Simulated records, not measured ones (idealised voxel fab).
Process module in this document: voxel self aligned contacts
For reference, the cross-section in this document is cut, with width 180 nm and square cells of 5 nm.
Notation: cross-section as square-cell grid; stated in bands, top first, going down; one or more cell rows per band. A band entry consists of two parts. The first gives the height of the band's top and the height of its bottom, in nm. The rest lists the band's materials from left to right, each with its width in nm. A single material labelled with the word "throughout" fills the band from edge to edge, and the word "empty" marks empty space. Where do heights start? At 0: under that level the wafer as delivered is made of one material only. And the lowest band has no floor; it just carries on downward, as in "0 nm and below". Width spec "30..40" -> top row of cells at first value, bottom row at second value, equal per-row change in between. What does "left unchanged" mean for a step? It means no cell of the cross-section changed in that step. If an empty space has no open way to the top and is at least 8 cells in size, "Closed cavity list" lists it, written width x height at distance, where distance is measured from the left edge and every value is in nm. Read whatever lies past the settings on a step's line as the simulator's own remark about the step. "overlay nm" denotes, for a step that has a mask, the displacement of the mask to the right of its planned place, with negative values corresponding to the left. If you're wondering how to read the rest of this, here's the deal. It's pairs of cross-sections: one from before a process step, one from after it. The after one is only drawn as far down as the lowest band that changed. Right under each pair you'll see which step sits between them and what its settings were. Don't read the pairs as one continuous story, though. They can come from different runs of this module on the same starting wafer, and a pair only carries on from the one above it where its entry headed "Pre-processing view" says so.

PRE-PROCESSING VIEW
  65 nm to 50 nm | 70 nm resist; 45 nm empty; 65 nm resist
  50 nm to 40 nm | SiO2 throughout
  40 nm to 25 nm | 40 nm SiO2; 40 nm SiN; 20 nm SiO2; 40 nm SiN; 40 nm SiO2
  25 nm to 5 nm | 40 nm SiO2; 5 nm SiN; 30 nm polySi; 5 nm SiN; 20 nm SiO2; 5 nm SiN; 30 nm polySi; 5 nm SiN; 40 nm SiO2
  5 nm to 0 nm | SiO2 throughout
  0 nm and below | Si throughout
  Closed cavity list: none

POST-STEP SECTION VIEW
  65 nm to 50 nm | 70 nm resist; 45 nm empty; 65 nm resist
  50 nm to 40 nm | 70 nm SiO2; 45 nm empty; 65 nm SiO2
  40 nm to 25 nm | 40 nm SiO2; 40 nm SiN; 20 nm empty; 40 nm SiN; 40 nm SiO2
  25 nm to 5 nm | 40 nm SiO2; 5 nm SiN; 30 nm polySi; 5 nm SiN; 20 nm empty; 5 nm SiN; 30 nm polySi; 5 nm SiN; 40 nm SiO2
  5 nm to 0 nm | 80 nm SiO2; 20 nm empty; 80 nm SiO2
  For the remainder of the cross-section, below 0, there is no change.
  Closed cavity list: none
The step carried out between the cross-section before it and the cross-section after it, both shown above, is DIRECTIONAL_ETCH: etch materials SiO2, depth nm 50

Pre-processing view: The cross-section prior to this step is the one presented after the step of the pair immediately above.

POST-STEP SECTION VIEW
  50 nm to 40 nm | 70 nm SiO2; 45 nm empty; 65 nm SiO2
  For the remainder of the cross-section, below 40, there is no change.
  Closed cavity list: none
The step carried out between the cross-section before it and the cross-section after it, both shown above, is STRIP: etch materials resist

Pre-processing view: The cross-section prior to this step is the one presented after the step of the pair immediately above.

POST-STEP SECTION VIEW
  55 nm to 50 nm | 75 nm TiN; 35 nm empty; 70 nm TiN
  50 nm to 40 nm | 70 nm SiO2; 5..15 nm TiN; 35..10 nm empty; 5..20 nm TiN; 65 nm SiO2
  40 nm to 25 nm | 40 nm SiO2; 40 nm SiN; 5 nm TiN; 10 nm empty; 5 nm TiN; 40 nm SiN; 40 nm SiO2
  25 nm to 5 nm | 40 nm SiO2; 5 nm SiN; 30 nm polySi; 5 nm SiN; 5 nm TiN; 10 nm empty; 5 nm TiN; 5 nm SiN; 30 nm polySi; 5 nm SiN; 40 nm SiO2
  5 nm to 0 nm | 80 nm SiO2; 20 nm TiN; 80 nm SiO2
  For the remainder of the cross-section, below 0, there is no change.
  Closed cavity list: none
The step carried out between the cross-section before it and the cross-section after it, both shown above, is CONFORMAL_DEP: material TiN, thk nm 5

Pre-processing view: The cross-section prior to this step is the one presented after the step of the pair immediately above.

POST-STEP SECTION VIEW
  65 nm to 55 nm | Ru throughout
  55 nm to 50 nm | 75 nm TiN; 35 nm Ru; 70 nm TiN
  50 nm to 40 nm | 70 nm SiO2; 5..15 nm TiN; 35..10 nm Ru; 5..20 nm TiN; 65 nm SiO2
  40 nm to 25 nm | 40 nm SiO2; 40 nm SiN; 5 nm TiN; 10 nm Ru; 5 nm TiN; 40 nm SiN; 40 nm SiO2
  25 nm to 5 nm | 40 nm SiO2; 5 nm SiN; 30 nm polySi; 5 nm SiN; 5 nm TiN; 10 nm Ru; 5 nm TiN; 5 nm SiN; 30 nm polySi; 5 nm SiN; 40 nm SiO2
  For the remainder of the cross-section, below 5, there is no change.
  Closed cavity list: none
The step carried out between the cross-section before it and the cross-section after it, both shown above, is FILL_DEP: material Ru, thk nm 10

Pre-processing view: The cross-section prior to this step is the one presented after the step of the pair immediately above.

POST-STEP SECTION VIEW
  50 nm to 40 nm | 70 nm SiO2; 5..15 nm TiN; 35..10 nm Ru; 5..20 nm TiN; 65 nm SiO2
  For the remainder of the cross-section, below 40, there is no change.
  Closed cavity list: none
The step carried out between the cross-section before it and the cross-section after it, both shown above, is CMP: height nm 50

Pre-processing view: The cross-section prior to this step is the one presented after the step of the pair immediately above.

POST-STEP SECTION VIEW
  55 nm to 50 nm | SiN throughout
  For the remainder of the cross-section, below 50, there is no change.
  Closed cavity list: none
The step carried out between the cross-section before it and the cross-section after it, both shown above, is CONFORMAL_DEP: material SiN, thk nm 5

PRE-PROCESSING VIEW
  50 nm to 40 nm | SiO2 throughout
  40 nm to 25 nm | 40 nm SiO2; 40 nm SiN; 20 nm SiO2; 40 nm SiN; 40 nm SiO2
  25 nm to 5 nm | 40 nm SiO2; 5 nm SiN; 30 nm polySi; 5 nm SiN; 20 nm SiO2; 5 nm SiN; 30 nm polySi; 5 nm SiN; 40 nm SiO2
  5 nm to 0 nm | SiO2 throughout
  0 nm and below | Si throughout
  Closed cavity list: none

POST-STEP SECTION VIEW
  65 nm to 50 nm | 80 nm resist; 40 nm empty; 60 nm resist
  For the remainder of the cross-section, below 50, there is no change.
  Closed cavity list: none
The step carried out between the cross-section before it and the cross-section after it, both shown above, is PATTERN: tone open, mask id CONTACT, material resist, width nm 40, thk nm 15, overlay nm 10

Pre-processing view: The cross-section prior to this step is the one presented after the step of the pair immediately above.

POST-STEP SECTION VIEW
  65 nm to 50 nm | 80 nm resist; 40 nm empty; 60 nm resist
  50 nm to 40 nm | 80 nm SiO2; 40 nm empty; 60 nm SiO2
  40 nm to 25 nm | 40 nm SiO2; 40 nm SiN; 20 nm empty; 40 nm SiN; 40 nm SiO2
  25 nm to 5 nm | 40 nm SiO2; 5 nm SiN; 30 nm polySi; 5 nm SiN; 20 nm empty; 5 nm SiN; 30 nm polySi; 5 nm SiN; 40 nm SiO2
  5 nm to 0 nm | 80 nm SiO2; 20 nm empty; 80 nm SiO2
  For the remainder of the cross-section, below 0, there is no change.
  Closed cavity list: none
The step carried out between the cross-section before it and the cross-section after it, both shown above, is DIRECTIONAL_ETCH: etch materials SiO2, depth nm 50

Pre-processing view: The cross-section prior to this step is the one presented after the step of the pair immediately above.

POST-STEP SECTION VIEW
  50 nm to 40 nm | 80 nm SiO2; 40 nm empty; 60 nm SiO2
  For the remainder of the cross-section, below 40, there is no change.
  Closed cavity list: none
The step carried out between the cross-section before it and the cross-section after it, both shown above, is STRIP: etch materials resist

Pre-processing view: The cross-section prior to this step is the one presented after the step of the pair immediately above.

POST-STEP SECTION VIEW
  55 nm to 50 nm | 85 nm TiN; 30 nm empty; 65 nm TiN
  50 nm to 40 nm | 80 nm SiO2; 5 nm TiN; 30..10 nm empty; 5..25 nm TiN; 60 nm SiO2
  40 nm to 25 nm | 40 nm SiO2; 40 nm SiN; 5 nm TiN; 10 nm empty; 5 nm TiN; 40 nm SiN; 40 nm SiO2
  25 nm to 5 nm | 40 nm SiO2; 5 nm SiN; 30 nm polySi; 5 nm SiN; 5 nm TiN; 10 nm empty; 5 nm TiN; 5 nm SiN; 30 nm polySi; 5 nm SiN; 40 nm SiO2
  5 nm to 0 nm | 80 nm SiO2; 20 nm TiN; 80 nm SiO2
  For the remainder of the cross-section, below 0, there is no change.
  Closed cavity list: none
The step carried out between the cross-section before it and the cross-section after it, both shown above, is CONFORMAL_DEP: material TiN, thk nm 5

Pre-processing view: The cross-section prior to this step is the one presented after the step of the pair immediately above.

POST-STEP SECTION VIEW
  65 nm to 55 nm | Ru throughout
  55 nm to 50 nm | 85 nm TiN; 30 nm Ru; 65 nm TiN
  50 nm to 40 nm | 80 nm SiO2; 5 nm TiN; 30..10 nm Ru; 5..25 nm TiN; 60 nm SiO2
  40 nm to 25 nm | 40 nm SiO2; 40 nm SiN; 5 nm TiN; 10 nm Ru; 5 nm TiN; 40 nm SiN; 40 nm SiO2
  25 nm to 5 nm | 40 nm SiO2; 5 nm SiN; 30 nm polySi; 5 nm SiN; 5 nm TiN; 10 nm Ru; 5 nm TiN; 5 nm SiN; 30 nm polySi; 5 nm SiN; 40 nm SiO2
  For the remainder of the cross-section, below 5, there is no change.
  Closed cavity list: none
The step carried out between the cross-section before it and the cross-section after it, both shown above, is FILL_DEP: material Ru, thk nm 10

Pre-processing view: The cross-section prior to this step is the one presented after the step of the pair immediately above.

POST-STEP SECTION VIEW
  50 nm to 40 nm | 80 nm SiO2; 5 nm TiN; 30..10 nm Ru; 5..25 nm TiN; 60 nm SiO2
  For the remainder of the cross-section, below 40, there is no change.
  Closed cavity list: none
The step carried out between the cross-section before it and the cross-section after it, both shown above, is CMP: height nm 50

Pre-processing view: The cross-section prior to this step is the one presented after the step of the pair immediately above.

POST-STEP SECTION VIEW
  55 nm to 50 nm | SiN throughout
  For the remainder of the cross-section, below 50, there is no change.
  Closed cavity list: none
The step carried out between the cross-section before it and the cross-section after it, both shown above, is CONFORMAL_DEP: material SiN, thk nm 5

PRE-PROCESSING VIEW
  25 nm to 5 nm | polySi throughout
  5 nm to 0 nm | SiO2 throughout
  0 nm and below | Si throughout
  Closed cavity list: none

POST-STEP SECTION VIEW
  40 nm to 25 nm | TiN throughout
  For the remainder of the cross-section, below 25, there is no change.
  Closed cavity list: none
The step carried out between the cross-section before it and the cross-section after it, both shown above, is DIRECTIONAL_DEP: material TiN, thk nm 15

Pre-processing view: The cross-section prior to this step is the one presented after the step of the pair immediately above.

POST-STEP SECTION VIEW
  60 nm to 40 nm | 45 nm empty; 30 nm resist; 30 nm empty; 30 nm resist; 45 nm empty
  For the remainder of the cross-section, below 40, there is no change.
  Closed cavity list: none
The step carried out between the cross-section before it and the cross-section after it, both shown above, is PATTERN: tone cover, mask id GATE, material resist, width nm 30, pitch nm 60, thk nm 20, overlay nm 0

Pre-processing view: The cross-section prior to this step is the one presented after the step of the pair immediately above.

POST-STEP SECTION VIEW
  40 nm to 25 nm | TiN throughout
  For the remainder of the cross-section, below 25, there is no change.
  Closed cavity list: none
The step carried out between the cross-section before it and the cross-section after it, both shown above, is STRIP: etch materials resist

Pre-processing view: The cross-section prior to this step is the one presented after the step of the pair immediately above.

POST-STEP SECTION VIEW
  45 nm to 40 nm | SiN throughout
  For the remainder of the cross-section, below 40, there is no change.
  Closed cavity list: none
The step carried out between the cross-section before it and the cross-section after it, both shown above, is CONFORMAL_DEP: material SiN, thk nm 5

Pre-processing view: The cross-section prior to this step is the one presented after the step of the pair immediately above.

POST-STEP SECTION VIEW
  40 nm to 25 nm | TiN throughout
  For the remainder of the cross-section, below 25, there is no change.
  Closed cavity list: none
The step carried out between the cross-section before it and the cross-section after it, both shown above, is DIRECTIONAL_ETCH: etch materials SiN, depth nm 5

Pre-processing view: The cross-section prior to this step is the one presented after the step of the pair immediately above.

POST-STEP SECTION VIEW
  55 nm to 40 nm | SiO2 throughout
  For the remainder of the cross-section, below 40, there is no change.
  Closed cavity list: none
The step carried out between the cross-section before it and the cross-section after it, both shown above, is FILL_DEP: material SiO2, thk nm 15

Pre-processing view: The cross-section prior to this step is the one presented after the step of the pair immediately above.

POST-STEP SECTION VIEW
  50 nm to 40 nm | SiO2 throughout
  For the remainder of the cross-section, below 40, there is no change.
  Closed cavity list: none
The step carried out between the cross-section before it and the cross-section after it, both shown above, is CMP: height nm 50

Pre-processing view: The cross-section prior to this step is the one presented after the step of the pair immediately above.

POST-STEP SECTION VIEW
  65 nm to 50 nm | 70 nm resist; 40 nm empty; 70 nm resist
  For the remainder of the cross-section, below 50, there is no change.
  Closed cavity list: none
The step carried out between the cross-section before it and the cross-section after it, both shown above, is PATTERN: tone open, mask id CONTACT, material resist, width nm 40, thk nm 15, overlay nm 0

Pre-processing view: The cross-section prior to this step is the one presented after the step of the pair immediately above.

POST-STEP SECTION VIEW
  65 nm to 50 nm | 70 nm resist; 40 nm empty; 70 nm resist
  50 nm to 40 nm | 70 nm SiO2; 40 nm empty; 70 nm SiO2
  For the remainder of the cross-section, below 40, there is no change.
  Closed cavity list: none
The step carried out between the cross-section before it and the cross-section after it, both shown above, is DIRECTIONAL_ETCH: etch materials SiO2, depth nm 50

Pre-processing view: The cross-section prior to this step is the one presented after the step of the pair immediately above.

POST-STEP SECTION VIEW
  50 nm to 40 nm | 70 nm SiO2; 40 nm empty; 70 nm SiO2
  For the remainder of the cross-section, below 40, there is no change.
  Closed cavity list: none
The step carried out between the cross-section before it and the cross-section after it, both shown above, is STRIP: etch materials resist

Pre-processing view: The cross-section prior to this step is the one presented after the step of the pair immediately above.

POST-STEP SECTION VIEW
  55 nm to 50 nm | 75 nm TiN; 30 nm empty; 75 nm TiN
  50 nm to 45 nm | 70 nm SiO2; 5 nm TiN; 30 nm empty; 5 nm TiN; 70 nm SiO2
  45 nm to 40 nm | 70 nm SiO2; 40 nm TiN; 70 nm SiO2
  For the remainder of the cross-section, below 40, there is no change.
  Closed cavity list: none
The step carried out between the cross-section before it and the cross-section after it, both shown above, is CONFORMAL_DEP: material TiN, thk nm 5

Pre-processing view: The cross-section prior to this step is the one presented after the step of the pair immediately above.

POST-STEP SECTION VIEW
  65 nm to 55 nm | Ru throughout
  55 nm to 50 nm | 75 nm TiN; 30 nm Ru; 75 nm TiN
  50 nm to 45 nm | 70 nm SiO2; 5 nm TiN; 30 nm Ru; 5 nm TiN; 70 nm SiO2
  For the remainder of the cross-section, below 45, there is no change.
  Closed cavity list: none
The step carried out between the cross-section before it and the cross-section after it, both shown above, is FILL_DEP: material Ru, thk nm 10

Pre-processing view: The cross-section prior to this step is the one presented after the step of the pair immediately above.

POST-STEP SECTION VIEW
  50 nm to 45 nm | 70 nm SiO2; 5 nm TiN; 30 nm Ru; 5 nm TiN; 70 nm SiO2
  For the remainder of the cross-section, below 45, there is no change.
  Closed cavity list: none
The step carried out between the cross-section before it and the cross-section after it, both shown above, is CMP: height nm 50

Pre-processing view: The cross-section prior to this step is the one presented after the step of the pair immediately above.

POST-STEP SECTION VIEW
  55 nm to 50 nm | SiN throughout
  For the remainder of the cross-section, below 50, there is no change.
  Closed cavity list: none
The step carried out between the cross-section before it and the cross-section after it, both shown above, is CONFORMAL_DEP: material SiN, thk nm 5

PRE-PROCESSING VIEW
  40 nm to 25 nm | SiN throughout
  25 nm to 5 nm | polySi throughout
  5 nm to 0 nm | SiO2 throughout
  0 nm and below | Si throughout
  Closed cavity list: none

POST-STEP SECTION VIEW
  60 nm to 40 nm | 45 nm resist; 30 nm empty; 30 nm resist; 30 nm empty; 45 nm resist
  For the remainder of the cross-section, below 40, there is no change.
  Closed cavity list: none
The step carried out between the cross-section before it and the cross-section after it, both shown above, is PATTERN: tone open, mask id GATE, material resist, width nm 30, pitch nm 60, thk nm 20, overlay nm 0

Pre-processing view: The cross-section prior to this step is the one presented after the step of the pair immediately above.

POST-STEP SECTION VIEW
  60 nm to 40 nm | 45 nm resist; 30 nm empty; 30 nm resist; 30 nm empty; 45 nm resist
  40 nm to 25 nm | 45 nm SiN; 30 nm empty; 30 nm SiN; 30 nm empty; 45 nm SiN
  For the remainder of the cross-section, below 25, there is no change.
  Closed cavity list: none
The step carried out between the cross-section before it and the cross-section after it, both shown above, is DIRECTIONAL_ETCH: etch materials SiN, depth nm 15

Pre-processing view: The cross-section prior to this step is the one presented after the step of the pair immediately above.

POST-STEP SECTION VIEW
  60 nm to 40 nm | 45 nm resist; 30 nm empty; 30 nm resist; 30 nm empty; 45 nm resist
  40 nm to 25 nm | 45 nm SiN; 30 nm empty; 30 nm SiN; 30 nm empty; 45 nm SiN
  25 nm to 5 nm | 45 nm polySi; 30 nm empty; 30 nm polySi; 30 nm empty; 45 nm polySi
  For the remainder of the cross-section, below 5, there is no change.
  Closed cavity list: none
The step carried out between the cross-section before it and the cross-section after it, both shown above, is DIRECTIONAL_ETCH: etch materials polySi, depth nm 20

Pre-processing view: The cross-section prior to this step is the one presented after the step of the pair immediately above.

POST-STEP SECTION VIEW
  40 nm to 25 nm | 45 nm SiN; 30 nm empty; 30 nm SiN; 30 nm empty; 45 nm SiN
  For the remainder of the cross-section, below 25, there is no change.
  Closed cavity list: none
The step carried out between the cross-section before it and the cross-section after it, both shown above, is STRIP: etch materials resist

Pre-processing view: The cross-section prior to this step is the one presented after the step of the pair immediately above.

POST-STEP SECTION VIEW
  45 nm to 25 nm | 50 nm SiN; 20 nm empty; 40 nm SiN; 20 nm empty; 50 nm SiN
  25 nm to 10 nm | 45 nm polySi; 5 nm SiN; 20 nm empty; 5 nm SiN; 30 nm polySi; 5 nm SiN; 20 nm empty; 5 nm SiN; 45 nm polySi
  10 nm to 5 nm | 45 nm polySi; 30 nm SiN; 30 nm polySi; 30 nm SiN; 45 nm polySi
  For the remainder of the cross-section, below 5, there is no change.
  Closed cavity list: none
The step carried out between the cross-section before it and the cross-section after it, both shown above, is CONFORMAL_DEP: material SiN, thk nm 5

Pre-processing view: The cross-section prior to this step is the one presented after the step of the pair immediately above.

POST-STEP SECTION VIEW
  40 nm to 25 nm | 50 nm SiN; 20 nm empty; 40 nm SiN; 20 nm empty; 50 nm SiN
  25 nm to 5 nm | 45 nm polySi; 5 nm SiN; 20 nm empty; 5 nm SiN; 30 nm polySi; 5 nm SiN; 20 nm empty; 5 nm SiN; 45 nm polySi
  For the remainder of the cross-section, below 5, there is no change.
  Closed cavity list: none
The step carried out between the cross-section before it and the cross-section after it, both shown above, is DIRECTIONAL_ETCH: etch materials SiN, depth nm 5

Pre-processing view: The cross-section prior to this step is the one presented after the step of the pair immediately above.

POST-STEP SECTION VIEW
  55 nm to 40 nm | SiO2 throughout
  40 nm to 25 nm | 50 nm SiN; 20 nm SiO2; 40 nm SiN; 20 nm SiO2; 50 nm SiN
  25 nm to 5 nm | 45 nm polySi; 5 nm SiN; 20 nm SiO2; 5 nm SiN; 30 nm polySi; 5 nm SiN; 20 nm SiO2; 5 nm SiN; 45 nm polySi
  For the remainder of the cross-section, below 5, there is no change.
  Closed cavity list: none
The step carried out between the cross-section before it and the cross-section after it, both shown above, is FILL_DEP: material SiO2, thk nm 15

Pre-processing view: The cross-section prior to this step is the one presented after the step of the pair immediately above.

POST-STEP SECTION VIEW
  50 nm to 40 nm | SiO2 throughout
  For the remainder of the cross-section, below 40, there is no change.
  Closed cavity list: none
The step carried out between the cross-section before it and the cross-section after it, both shown above, is CMP: height nm 50

Pre-processing view: The cross-section prior to this step is the one presented after the step of the pair immediately above.

POST-STEP SECTION VIEW
  65 nm to 50 nm | 70 nm resist; 40 nm empty; 70 nm resist
  For the remainder of the cross-section, below 50, there is no change.
  Closed cavity list: none
The step carried out between the cross-section before it and the cross-section after it, both shown above, is PATTERN: tone open, mask id CONTACT, material resist, width nm 40, thk nm 15, overlay nm 0

Pre-processing view: The cross-section prior to this step is the one presented after the step of the pair immediately above.

POST-STEP SECTION VIEW
  65 nm to 50 nm | 70 nm resist; 40 nm empty; 70 nm resist
  50 nm to 40 nm | 70 nm SiO2; 40 nm empty; 70 nm SiO2
  For the remainder of the cross-section, below 40, there is no change.
  Closed cavity list: none
The step carried out between the cross-section before it and the cross-section after it, both shown above, is DIRECTIONAL_ETCH: etch materials SiO2, depth nm 50

Pre-processing view: The cross-section prior to this step is the one presented after the step of the pair immediately above.

POST-STEP SECTION VIEW
  50 nm to 40 nm | 70 nm SiO2; 40 nm empty; 70 nm SiO2
  For the remainder of the cross-section, below 40, there is no change.
  Closed cavity list: none
The step carried out between the cross-section before it and the cross-section after it, both shown above, is STRIP: etch materials resist

Pre-processing view: The cross-section prior to this step is the one presented after the step of the pair immediately above.

POST-STEP SECTION VIEW
  55 nm to 50 nm | 75 nm TiN; 30 nm empty; 75 nm TiN
  50 nm to 45 nm | 70 nm SiO2; 5 nm TiN; 30 nm empty; 5 nm TiN; 70 nm SiO2
  45 nm to 40 nm | 70 nm SiO2; 40 nm TiN; 70 nm SiO2
  For the remainder of the cross-section, below 40, there is no change.
  Closed cavity list: none
The step carried out between the cross-section before it and the cross-section after it, both shown above, is CONFORMAL_DEP: material TiN, thk nm 5

Pre-processing view: The cross-section prior to this step is the one presented after the step of the pair immediately above.

POST-STEP SECTION VIEW
  65 nm to 55 nm | Ru throughout
  55 nm to 50 nm | 75 nm TiN; 30 nm Ru; 75 nm TiN
  50 nm to 45 nm | 70 nm SiO2; 5 nm TiN; 30 nm Ru; 5 nm TiN; 70 nm SiO2
  For the remainder of the cross-section, below 45, there is no change.
  Closed cavity list: none
The step carried out between the cross-section before it and the cross-section after it, both shown above, is FILL_DEP: material Ru, thk nm 10

Pre-processing view: The cross-section prior to this step is the one presented after the step of the pair immediately above.

POST-STEP SECTION VIEW
  50 nm to 45 nm | 70 nm SiO2; 5 nm TiN; 30 nm Ru; 5 nm TiN; 70 nm SiO2
  For the remainder of the cross-section, below 45, there is no change.
  Closed cavity list: none
The step carried out between the cross-section before it and the cross-section after it, both shown above, is CMP: height nm 50

Pre-processing view: The cross-section prior to this step is the one presented after the step of the pair immediately above.

POST-STEP SECTION VIEW
  55 nm to 50 nm | SiN throughout
  For the remainder of the cross-section, below 50, there is no change.
  Closed cavity list: none
The step carried out between the cross-section before it and the cross-section after it, both shown above, is CONFORMAL_DEP: material SiN, thk nm 5
